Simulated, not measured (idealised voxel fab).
The name of this process module is voxel quadruple lines.
The figure presents cross-section cut, which has a width of 270 nm and is divided into square cells with an edge length of 5 nm.
This document writes a cross-section as a grid whose cells are square, and gives it as bands, listed from the top down; one or more rows of cells form a band.
Read a band's entry like this: the first values are the height of its top and the height of its bottom in nm, and what follows is the sequence of materials from left to right, each with its width in nm. Note that "air" is empty space, and that a single material marked "everywhere" reaches across the band from edge to edge.
Counting heights begins at 0, where everything beneath is, in the wafer as received, one material. The lowest band has no bottom; it goes on downwards, as "0 and below" shows.
Top row gets the first number, bottom row gets the second, and each row in between changes by the same step: that is how a band width like "30..40" works.
Step marked "left unchanged"? Then no cell in the cross-section changed in it.
Empty spaces counting at least 8 cells and having no open way to the top are listed in "Trapped cavities". The notation width x height at distance is used for each, the distance being from the left edge and all three values in nm.
If you see something after the settings on a step's line, that's the simulator's own remark about that step.
Steps that use a mask can have "overlay nm" on their line. It says how far the mask sat to the right of where it was meant to be. Negative means to the left.
Below is the list of planned process steps:
1: RECEIVE (material Si)
2: CONFORMAL_DEP (material SiO2; thk nm 5)
3: DIRECTIONAL_DEP (material W; thk nm 15)
4: DIRECTIONAL_DEP (material polySi; thk nm 15)
5: DIRECTIONAL_DEP (material aC; thk nm 25)
6: PATTERN (tone cover; mask id MANDREL; material resist; width nm 30; pitch nm 80; thk nm 35; overlay nm 0)
7: DIRECTIONAL_ETCH (etch materials aC; depth nm 25)
8: STRIP (etch materials resist)
9: CONFORMAL_DEP (material SiO2; thk nm 10)
10: DIRECTIONAL_ETCH (etch materials SiO2; depth nm 10)
11: STRIP (etch materials aC)
12: DIRECTIONAL_ETCH (etch materials polySi; depth nm 15)
13: STRIP (etch materials SiO2)
14: CONFORMAL_DEP (material SiCN; thk nm 10)
15: DIRECTIONAL_ETCH (etch materials SiCN; depth nm 10)
16: STRIP (etch materials polySi)
17: DIRECTIONAL_ETCH (etch materials W; depth nm 15)
18: STRIP (etch materials SiCN)
The first wafer of two, processed as planned:
Wafer at receipt (post step 1), cross-section:
  0 and below  Si everywhere
  Trapped cavities: none
Step 2 complete: cross-section through the wafer:
  5 down to 0  SiO2 everywhere
  Under the height 0 nothing was changed.
Step 3 complete: cross-section through the wafer:
  20 down to 5  W everywhere
  Under the height 5 nothing was changed.
Step 4 complete: cross-section through the wafer:
  35 down to 20  polySi everywhere
  Under the height 20 nothing was changed.
Step 5 complete: cross-section through the wafer:
  60 down to 35  aC everywhere
  Under the height 35 nothing was changed.
Step 6 complete: cross-section through the wafer:
  95 down to 60  air: 80  resist: 30  air: 50  resist: 30  air: 80
  Under the height 60 nothing was changed.
Step 7 complete: cross-section through the wafer:
  70 down to 60  air: 80  resist: 30  air: 50  resist: 30  air: 80
  60 down to 35  air: 80  aC: 30  air: 50  aC: 30  air: 80
  Under the height 35 nothing was changed.
Step 8 complete: cross-section through the wafer:
  60 down to 35  air: 80  aC: 30  air: 50  aC: 30  air: 80
  Under the height 35 nothing was changed.
Step 9 complete: cross-section through the wafer:
  70 down to 60  air: 70  SiO2: 50  air: 30  SiO2: 50  air: 70
  60 down to 45  air: 70  SiO2: 10  aC: 30  SiO2: 10  air: 30  SiO2: 10  aC: 30  SiO2: 10  air: 70
  45 down to 35  SiO2: 80  aC: 30  SiO2: 50  aC: 30  SiO2: 80
  Under the height 35 nothing was changed.
Step 10 complete: cross-section through the wafer:
  60 down to 35  air: 70  SiO2: 10  aC: 30  SiO2: 10  air: 30  SiO2: 10  aC: 30  SiO2: 10  air: 70
  Under the height 35 nothing was changed.
Step 11 complete: cross-section through the wafer:
  60 down to 35  air: 70  SiO2: 10  air: 30  SiO2: 10  air: 30  SiO2: 10  air: 30  SiO2: 10  air: 70
  Under the height 35 nothing was changed.
Step 12 complete: cross-section through the wafer:
  60 down to 35  air: 70  SiO2: 10  air: 30  SiO2: 10  air: 30  SiO2: 10  air: 30  SiO2: 10  air: 70
  35 down to 20  air: 70  polySi: 10  air: 30  polySi: 10  air: 30  polySi: 10  air: 30  polySi: 10  air: 70
  Under the height 20 nothing was changed.
Step 13 complete: cross-section through the wafer:
  35 down to 20  air: 70  polySi: 10  air: 30  polySi: 10  air: 30  polySi: 10  air: 30  polySi: 10  air: 70
  Under the height 20 nothing was changed.
Step 14 complete: cross-section through the wafer:
  45 down to 35  air: 60  SiCN: 30  air: 10  SiCN: 30  air: 10  SiCN: 30  air: 10  SiCN: 30  air: 60
  35 down to 30  air: 60  SiCN: 10  polySi: 10  SiCN: 10  air: 10  SiCN: 10  polySi: 10  SiCN: 10  air: 10  SiCN: 10  polySi: 10  SiCN: 10  air: 10  SiCN: 10  polySi: 10  SiCN: 10  air: 60
  30 down to 20  SiCN: 70  polySi: 10  SiCN: 30  polySi: 10  SiCN: 30  polySi: 10  SiCN: 30  polySi: 10  SiCN: 70
  Under the height 20 nothing was changed.
Step 15 complete: cross-section through the wafer:
  35 down to 20  air: 60  SiCN: 10  polySi: 10  SiCN: 10  air: 10  SiCN: 10  polySi: 10  SiCN: 10  air: 10  SiCN: 10  polySi: 10  SiCN: 10  air: 10  SiCN: 10  polySi: 10  SiCN: 10  air: 60
  Under the height 20 nothing was changed.
Step 16 complete: cross-section through the wafer:
  35 down to 20  air: 60  SiCN: 10  air: 10  SiCN: 10  air: 10  SiCN: 10  air: 10  SiCN: 10  air: 10  SiCN: 10  air: 10  SiCN: 10  air: 10  SiCN: 10  air: 10  SiCN: 10  air: 60
  Under the height 20 nothing was changed.
Step 17 complete: cross-section through the wafer:
  35 down to 20  air: 60  SiCN: 10  air: 10  SiCN: 10  air: 10  SiCN: 10  air: 10  SiCN: 10  air: 10  SiCN: 10  air: 10  SiCN: 10  air: 10  SiCN: 10  air: 10  SiCN: 10  air: 60
  20 down to 5  air: 60  W: 10  air: 10  W: 10  air: 10  W: 10  air: 10  W: 10  air: 10  W: 10  air: 10  W: 10  air: 10  W: 10  air: 10  W: 10  air: 60
  Under the height 5 nothing was changed.
Step 18 complete: cross-section through the wafer:
  20 down to 5  air: 60  W: 10  air: 10  W: 10  air: 10  W: 10  air: 10  W: 10  air: 10  W: 10  air: 10  W: 10  air: 10  W: 10  air: 10  W: 10  air: 60
  Under the height 5 nothing was changed.
Wafer two: like wafer one in start and plan, but with one mistake in execution; identical up to and including step 5:
Cross-sectional view of the second wafer at the intended end time of process step 6:
  95 down to 60  resist: 80  air: 30  resist: 50  air: 30  resist: 80
  Under the height 60 nothing was changed.
Cross-sectional view of the second wafer at the intended end time of process step 7:
  70 down to 60  resist: 80  air: 30  resist: 50  air: 30  resist: 80
  60 down to 35  aC: 80  air: 30  aC: 50  air: 30  aC: 80
  Under the height 35 nothing was changed.
Cross-sectional view of the second wafer at the intended end time of process step 8:
  60 down to 35  aC: 80  air: 30  aC: 50  air: 30  aC: 80
  Under the height 35 nothing was changed.
Cross-sectional view of the second wafer at the intended end time of process step 9:
  70 down to 60  SiO2: 90  air: 10  SiO2: 70  air: 10  SiO2: 90
  60 down to 45  aC: 80  SiO2: 10  air: 10  SiO2: 10  aC: 50  SiO2: 10  air: 10  SiO2: 10  aC: 80
  45 down to 35  aC: 80  SiO2: 30  aC: 50  SiO2: 30  aC: 80
  Under the height 35 nothing was changed.
Cross-sectional view of the second wafer at the intended end time of process step 10:
  60 down to 35  aC: 80  SiO2: 10  air: 10  SiO2: 10  aC: 50  SiO2: 10  air: 10  SiO2: 10  aC: 80
  Under the height 35 nothing was changed.
Cross-sectional view of the second wafer at the intended end time of process step 11:
  60 down to 35  air: 80  SiO2: 10  air: 10  SiO2: 10  air: 50  SiO2: 10  air: 10  SiO2: 10  air: 80
  Under the height 35 nothing was changed.
Cross-sectional view of the second wafer at the intended end time of process step 12:
  60 down to 35  air: 80  SiO2: 10  air: 10  SiO2: 10  air: 50  SiO2: 10  air: 10  SiO2: 10  air: 80
  35 down to 20  air: 80  polySi: 10  air: 10  polySi: 10  air: 50  polySi: 10  air: 10  polySi: 10  air: 80
  Under the height 20 nothing was changed.
Cross-sectional view of the second wafer at the intended end time of process step 13:
  35 down to 20  air: 80  polySi: 10  air: 10  polySi: 10  air: 50  polySi: 10  air: 10  polySi: 10  air: 80
  Under the height 20 nothing was changed.
Cross-sectional view of the second wafer at the intended end time of process step 14:
  45 down to 35  air: 70  SiCN: 50  air: 30  SiCN: 50  air: 70
  35 down to 30  air: 70  SiCN: 10  polySi: 10  SiCN: 10  polySi: 10  SiCN: 10  air: 30  SiCN: 10  polySi: 10  SiCN: 10  polySi: 10  SiCN: 10  air: 70
  30 down to 20  SiCN: 80  polySi: 10  SiCN: 10  polySi: 10  SiCN: 50  polySi: 10  SiCN: 10  polySi: 10  SiCN: 80
  Under the height 20 nothing was changed.
Cross-sectional view of the second wafer at the intended end time of process step 15:
  35 down to 20  air: 70  SiCN: 10  polySi: 10  SiCN: 10  polySi: 10  SiCN: 10  air: 30  SiCN: 10  polySi: 10  SiCN: 10  polySi: 10  SiCN: 10  air: 70
  Under the height 20 nothing was changed.
Cross-sectional view of the second wafer at the intended end time of process step 16:
  35 down to 20  air: 70  SiCN: 10  air: 10  SiCN: 10  air: 10  SiCN: 10  air: 30  SiCN: 10  air: 10  SiCN: 10  air: 10  SiCN: 10  air: 70
  Under the height 20 nothing was changed.
Cross-sectional view of the second wafer at the intended end time of process step 17:
  35 down to 20  air: 70  SiCN: 10  air: 10  SiCN: 10  air: 10  SiCN: 10  air: 30  SiCN: 10  air: 10  SiCN: 10  air: 10  SiCN: 10  air: 70
  20 down to 5  air: 70  W: 10  air: 10  W: 10  air: 10  W: 10  air: 30  W: 10  air: 10  W: 10  air: 10  W: 10  air: 70
  Under the height 5 nothing was changed.
Cross-sectional view of the second wafer at the intended end time of process step 18:
  20 down to 5  air: 70  W: 10  air: 10  W: 10  air: 10  W: 10  air: 30  W: 10  air: 10  W: 10  air: 10  W: 10  air: 70
  Under the height 5 nothing was changed.
Processing error: it should be noted that step 6 was executed with settings other than those planned, the operation and settings actually applied being PATTERN (tone open; mask id MANDREL; material resist; width nm 30; pitch nm 80; thk nm 35; overlay nm 0)
Cell-count delta at end, second wafer over first, by material: W -12
